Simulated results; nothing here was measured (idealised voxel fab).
Process module in this document: voxel self aligned vias
The width of the displayed cross-section, cut, is 285 nm; its cells are square, with a size of 5 nm.
Cross-sections here: square-cell grids, written as top-down lists of bands, a band being one or more rows of cells. Heads up on the band format: heights come first, top then bottom, in nm. After that it's the materials left to right, each with its width in nm. A single material flagged "all across" fills the whole band edge to edge, and "empty" means there's empty space there. A quick word on heights: they are counted from 0, and under that level the wafer as it came to us is one material throughout. The lowest band is different from the rest in having no bottom; it simply continues downward, written as in "0 nm and below". Width spec "30 to 40" -> top row of cells at first value, bottom row at second value, equal per-row change in between. When a step is marked "remained unchanged", none of the cells in the cross-section changed during that step. Fully enclosed voids: empty space of 8 cells or more with no open way to the top, each as width x height at its distance from the left edge, in nm. Post-settings text on a step line: simulator's own remark regarding the step. overlay nm: on a step with a mask, how far right of its planned place the mask lay; negative means left.

Process steps - plan
| 1 | op RECEIVE | material Si |
| 2 | op CONFORMAL_DEP | material SiO2 | thk nm 15 |
| 3 | op CONFORMAL_DEP | material SiCN | thk nm 5 |
| 4 | op DIRECTIONAL_DEP | material SiO2 | thk nm 20 |
| 5 | op DIRECTIONAL_DEP | material aC | thk nm 15 |
| 6 | op PATTERN | tone open | mask id LINES | material resist | width nm 20 | pitch nm 55 | thk nm 30 | overlay nm 0 |
| 7 | op DIRECTIONAL_ETCH | etch materials aC | depth nm 15 |
| 8 | op STRIP | etch materials resist |
| 9 | op DIRECTIONAL_ETCH | etch materials SiO2 | depth nm 20 |
| 10 | op STRIP | etch materials aC |
| 11 | op CONFORMAL_DEP | material TiN | thk nm 5 |
| 12 | op FILL_DEP | material Ru | thk nm 5 |
| 13 | op CMP | height nm 40 |
| 14 | op SELECTIVE_ETCH | etch materials W Ru TiN | depth nm 10 |
| 15 | op FILL_DEP | material SiN | thk nm 10 |
| 16 | op CMP | height nm 40 |
| 17 | op DIRECTIONAL_DEP | material SiO2 | thk nm 20 |
| 18 | op PATTERN | tone open | mask id VIAS | material resist | width nm 30 | thk nm 15 | overlay nm 0 |
| 19 | op DIRECTIONAL_ETCH | etch materials SiO2 | depth nm 20 |
| 20 | op DIRECTIONAL_ETCH | etch materials SiN | depth nm 10 |
| 21 | op STRIP | etch materials resist |
| 22 | op CONFORMAL_DEP | material TiN | thk nm 5 |
| 23 | op FILL_DEP | material Cu | thk nm 5 |
| 24 | op CMP | height nm 60 |
| 25 | op CONFORMAL_DEP | material SiCN | thk nm 5 |

First out of two wafers; run went to plan

Cross-section, incoming material, after step 1
0 nm and below = Si all across
Fully enclosed voids: none

Wafer xsec, post step 2
15 nm to 0 nm = SiO2 all across
Whatever lies below 0 is exactly as it was before.

Wafer xsec, post step 3
20 nm to 15 nm = SiCN all across
Whatever lies below 15 is exactly as it was before.

Wafer xsec, post step 4
40 nm to 20 nm = SiO2 all across
Whatever lies below 20 is exactly as it was before.

Wafer xsec, post step 5
55 nm to 40 nm = aC all across
Whatever lies below 40 is exactly as it was before.

Wafer xsec, post step 6
85 nm to 55 nm = resist 105; empty 20; resist 35; empty 20; resist 105
Whatever lies below 55 is exactly as it was before.

Wafer xsec, post step 7
70 nm to 55 nm = resist 105; empty 20; resist 35; empty 20; resist 105
55 nm to 40 nm = aC 105; empty 20; aC 35; empty 20; aC 105
Whatever lies below 40 is exactly as it was before.

Wafer xsec, post step 8
55 nm to 40 nm = aC 105; empty 20; aC 35; empty 20; aC 105
Whatever lies below 40 is exactly as it was before.

Wafer xsec, post step 9
55 nm to 40 nm = aC 105; empty 20; aC 35; empty 20; aC 105
40 nm to 20 nm = SiO2 105; empty 20; SiO2 35; empty 20; SiO2 105
Whatever lies below 20 is exactly as it was before.

Wafer xsec, post step 10
40 nm to 20 nm = SiO2 105; empty 20; SiO2 35; empty 20; SiO2 105
Whatever lies below 20 is exactly as it was before.

Wafer xsec, post step 11
45 nm to 40 nm = TiN 110; empty 10; TiN 45; empty 10; TiN 110
40 nm to 25 nm = SiO2 105; TiN 5; empty 10; TiN 5; SiO2 35; TiN 5; empty 10; TiN 5; SiO2 105
25 nm to 20 nm = SiO2 105; TiN 20; SiO2 35; TiN 20; SiO2 105
Whatever lies below 20 is exactly as it was before.

Wafer xsec, post step 12
50 nm to 45 nm = Ru all across
45 nm to 40 nm = TiN 110; Ru 10; TiN 45; Ru 10; TiN 110
40 nm to 25 nm = SiO2 105; TiN 5; Ru 10; TiN 5; SiO2 35; TiN 5; Ru 10; TiN 5; SiO2 105
Whatever lies below 25 is exactly as it was before.

Wafer xsec, post step 13
40 nm to 25 nm = SiO2 105; TiN 5; Ru 10; TiN 5; SiO2 35; TiN 5; Ru 10; TiN 5; SiO2 105
Whatever lies below 25 is exactly as it was before.

Wafer xsec, post step 14
40 nm to 30 nm = SiO2 105; empty 20; SiO2 35; empty 20; SiO2 105
Whatever lies below 30 is exactly as it was before.

Wafer xsec, post step 15
50 nm to 40 nm = SiN all across
40 nm to 30 nm = SiO2 105; SiN 20; SiO2 35; SiN 20; SiO2 105
Whatever lies below 30 is exactly as it was before.

Wafer xsec, post step 16
40 nm to 30 nm = SiO2 105; SiN 20; SiO2 35; SiN 20; SiO2 105
Whatever lies below 30 is exactly as it was before.

Wafer xsec, post step 17
60 nm to 40 nm = SiO2 all across
Whatever lies below 40 is exactly as it was before.

Wafer xsec, post step 18
75 nm to 60 nm = resist 100; empty 30; resist 155
Whatever lies below 60 is exactly as it was before.

Wafer xsec, post step 19
75 nm to 60 nm = resist 100; empty 30; resist 155
60 nm to 40 nm = SiO2 100; empty 30; SiO2 155
Whatever lies below 40 is exactly as it was before.

Wafer xsec, post step 20
75 nm to 60 nm = resist 100; empty 30; resist 155
60 nm to 40 nm = SiO2 100; empty 30; SiO2 155
40 nm to 30 nm = SiO2 105; empty 20; SiO2 35; SiN 20; SiO2 105
Whatever lies below 30 is exactly as it was before.

Wafer xsec, post step 21
60 nm to 40 nm = SiO2 100; empty 30; SiO2 155
Whatever lies below 40 is exactly as it was before.

Wafer xsec, post step 22
65 nm to 60 nm = TiN 105; empty 20; TiN 160
60 nm to 45 nm = SiO2 100; TiN 5; empty 20; TiN 5; SiO2 155
45 nm to 40 nm = SiO2 100; TiN 10; empty 10; TiN 10; SiO2 155
40 nm to 35 nm = SiO2 105; TiN 5; empty 10; TiN 5; SiO2 35; SiN 20; SiO2 105
35 nm to 30 nm = SiO2 105; TiN 20; SiO2 35; SiN 20; SiO2 105
Whatever lies below 30 is exactly as it was before.

Wafer xsec, post step 23
70 nm to 65 nm = Cu all across
65 nm to 60 nm = TiN 105; Cu 20; TiN 160
60 nm to 45 nm = SiO2 100; TiN 5; Cu 20; TiN 5; SiO2 155
45 nm to 40 nm = SiO2 100; TiN 10; Cu 10; TiN 10; SiO2 155
40 nm to 35 nm = SiO2 105; TiN 5; Cu 10; TiN 5; SiO2 35; SiN 20; SiO2 105
Whatever lies below 35 is exactly as it was before.

Wafer xsec, post step 24
60 nm to 45 nm = SiO2 100; TiN 5; Cu 20; TiN 5; SiO2 155
Whatever lies below 45 is exactly as it was before.

Wafer xsec, post step 25
65 nm to 60 nm = SiCN all across
Whatever lies below 60 is exactly as it was before.

Notes, second wafer: start = first wafer's, plan = first wafer's, execution had one mistake; history identical to first through step 2

The second wafer cut through, at the time step 3 was supposed to be finished
20 nm to 15 nm = Cu all across
Whatever lies below 15 is exactly as it was before.

The second wafer cut through, at the time step 4 was supposed to be finished
40 nm to 20 nm = SiO2 all across
Whatever lies below 20 is exactly as it was before.

The second wafer cut through, at the time step 5 was supposed to be finished
55 nm to 40 nm = aC all across
Whatever lies below 40 is exactly as it was before.

The second wafer cut through, at the time step 6 was supposed to be finished
85 nm to 55 nm = resist 105; empty 20; resist 35; empty 20; resist 105
Whatever lies below 55 is exactly as it was before.

The second wafer cut through, at the time step 7 was supposed to be finished
70 nm to 55 nm = resist 105; empty 20; resist 35; empty 20; resist 105
55 nm to 40 nm = aC 105; empty 20; aC 35; empty 20; aC 105
Whatever lies below 40 is exactly as it was before.

The second wafer cut through, at the time step 8 was supposed to be finished
55 nm to 40 nm = aC 105; empty 20; aC 35; empty 20; aC 105
Whatever lies below 40 is exactly as it was before.

The second wafer cut through, at the time step 9 was supposed to be finished
55 nm to 40 nm = aC 105; empty 20; aC 35; empty 20; aC 105
40 nm to 20 nm = SiO2 105; empty 20; SiO2 35; empty 20; SiO2 105
Whatever lies below 20 is exactly as it was before.

The second wafer cut through, at the time step 10 was supposed to be finished
40 nm to 20 nm = SiO2 105; empty 20; SiO2 35; empty 20; SiO2 105
Whatever lies below 20 is exactly as it was before.

The second wafer cut through, at the time step 11 was supposed to be finished
45 nm to 40 nm = TiN 110; empty 10; TiN 45; empty 10; TiN 110
40 nm to 25 nm = SiO2 105; TiN 5; empty 10; TiN 5; SiO2 35; TiN 5; empty 10; TiN 5; SiO2 105
25 nm to 20 nm = SiO2 105; TiN 20; SiO2 35; TiN 20; SiO2 105
Whatever lies below 20 is exactly as it was before.

The second wafer cut through, at the time step 12 was supposed to be finished
50 nm to 45 nm = Ru all across
45 nm to 40 nm = TiN 110; Ru 10; TiN 45; Ru 10; TiN 110
40 nm to 25 nm = SiO2 105; TiN 5; Ru 10; TiN 5; SiO2 35; TiN 5; Ru 10; TiN 5; SiO2 105
Whatever lies below 25 is exactly as it was before.

The second wafer cut through, at the time step 13 was supposed to be finished
40 nm to 25 nm = SiO2 105; TiN 5; Ru 10; TiN 5; SiO2 35; TiN 5; Ru 10; TiN 5; SiO2 105
Whatever lies below 25 is exactly as it was before.

The second wafer cut through, at the time step 14 was supposed to be finished
40 nm to 30 nm = SiO2 105; empty 20; SiO2 35; empty 20; SiO2 105
Whatever lies below 30 is exactly as it was before.

The second wafer cut through, at the time step 15 was supposed to be finished
50 nm to 40 nm = SiN all across
40 nm to 30 nm = SiO2 105; SiN 20; SiO2 35; SiN 20; SiO2 105
Whatever lies below 30 is exactly as it was before.

The second wafer cut through, at the time step 16 was supposed to be finished
40 nm to 30 nm = SiO2 105; SiN 20; SiO2 35; SiN 20; SiO2 105
Whatever lies below 30 is exactly as it was before.

The second wafer cut through, at the time step 17 was supposed to be finished
60 nm to 40 nm = SiO2 all across
Whatever lies below 40 is exactly as it was before.

The second wafer cut through, at the time step 18 was supposed to be finished
75 nm to 60 nm = resist 100; empty 30; resist 155
Whatever lies below 60 is exactly as it was before.

The second wafer cut through, at the time step 19 was supposed to be finished
75 nm to 60 nm = resist 100; empty 30; resist 155
60 nm to 40 nm = SiO2 100; empty 30; SiO2 155
Whatever lies below 40 is exactly as it was before.

The second wafer cut through, at the time step 20 was supposed to be finished
75 nm to 60 nm = resist 100; empty 30; resist 155
60 nm to 40 nm = SiO2 100; empty 30; SiO2 155
40 nm to 30 nm = SiO2 105; empty 20; SiO2 35; SiN 20; SiO2 105
Whatever lies below 30 is exactly as it was before.

The second wafer cut through, at the time step 21 was supposed to be finished
60 nm to 40 nm = SiO2 100; empty 30; SiO2 155
Whatever lies below 40 is exactly as it was before.

The second wafer cut through, at the time step 22 was supposed to be finished
65 nm to 60 nm = TiN 105; empty 20; TiN 160
60 nm to 45 nm = SiO2 100; TiN 5; empty 20; TiN 5; SiO2 155
45 nm to 40 nm = SiO2 100; TiN 10; empty 10; TiN 10; SiO2 155
40 nm to 35 nm = SiO2 105; TiN 5; empty 10; TiN 5; SiO2 35; SiN 20; SiO2 105
35 nm to 30 nm = SiO2 105; TiN 20; SiO2 35; SiN 20; SiO2 105
Whatever lies below 30 is exactly as it was before.

The second wafer cut through, at the time step 23 was supposed to be finished
70 nm to 65 nm = Cu all across
65 nm to 60 nm = TiN 105; Cu 20; TiN 160
60 nm to 45 nm = SiO2 100; TiN 5; Cu 20; TiN 5; SiO2 155
45 nm to 40 nm = SiO2 100; TiN 10; Cu 10; TiN 10; SiO2 155
40 nm to 35 nm = SiO2 105; TiN 5; Cu 10; TiN 5; SiO2 35; SiN 20; SiO2 105
Whatever lies below 35 is exactly as it was before.

The second wafer cut through, at the time step 24 was supposed to be finished
60 nm to 45 nm = SiO2 100; TiN 5; Cu 20; TiN 5; SiO2 155
Whatever lies below 45 is exactly as it was before.

The second wafer cut through, at the time step 25 was supposed to be finished
65 nm to 60 nm = SiCN all across
Whatever lies below 60 is exactly as it was before.
Error vs. plan: for step 3, the planned setting was not used; the step was instead run as op CONFORMAL_DEP | material Cu | thk nm 5
Once processing is complete, comparing cell counts shows that the second wafer has more or fewer of certain materials than the first: 57 more of Cu, 57 fewer of SiCN
